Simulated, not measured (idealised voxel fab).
process module | voxel fin reveal
cross-section cut | 155 nm wide | cells 5 nm
A cross-section is a grid of square cells, given in bands from the top down. A band is one or more rows of cells.
Each band's line starts with the height of the band's top and of its bottom, in nm. Then come its materials from left to right, each with its width in nm. One material with "throughout" fills the band from edge to edge. "air" is empty space.
Height 0 is the level under which the wafer as received is all one material. The lowest band goes on downwards, as in "0 down".
A width such as "30 to 40" changes by the same amount from each row of cells to the next, from the band's top row to its bottom row.
"no change" after a step means that no cell of the cross-section changed.
closed voids: empty space of 8 cells or more with no open way to the top, each as width x height at its distance from the left edge, in nm
after a step's settings: what the simulator itself notes on the step
overlay nm, on a step with a mask: how far to the right of its planned place the mask lay; to the left if negative
plan
1 op RECEIVE | material Si
2 op CONFORMAL_DEP | material SiN | thk nm 10
3 op MASKED_ETCH | tone cover | mask id FINS | width nm 15 | pitch nm 35 | etch materials SiN | depth nm 10 | overlay nm 0
4 op MASKED_ETCH | tone cover | mask id FINS | width nm 15 | pitch nm 35 | etch materials Si | depth nm 30 | overlay nm 0
5 op OXIDIZE | depth nm 5
6 op FILL_DEP | material SiO2 | thk nm 15
7 op CMP | height nm 10
8 op SELECTIVE_ETCH | etch materials SiO2 | depth nm 25
9 op STRIP | etch materials SiN
as received, after step 1
  0 down: Si throughout
  closed voids: none
a wafer at the end: this start, this plan, one mistake
  0 to -5: air 40 | Si 5 | air 30 | Si 5 | air 30 | Si 5 | air 40
  -5 to -15: air 40 | Si 15 | air 20 | Si 15 | air 20 | Si 15 | air 30
  -15 to -35: SiO2 40 | Si 15 | SiO2 20 | Si 15 | SiO2 20 | Si 15 | SiO2 30
  -35 down: Si throughout
  closed voids: none
what went wrong: step 4 ran as: op MASKED_ETCH | tone cover | mask id FINS | width nm 15 | pitch nm 35 | etch materials Si | depth nm 30 | overlay nm 10
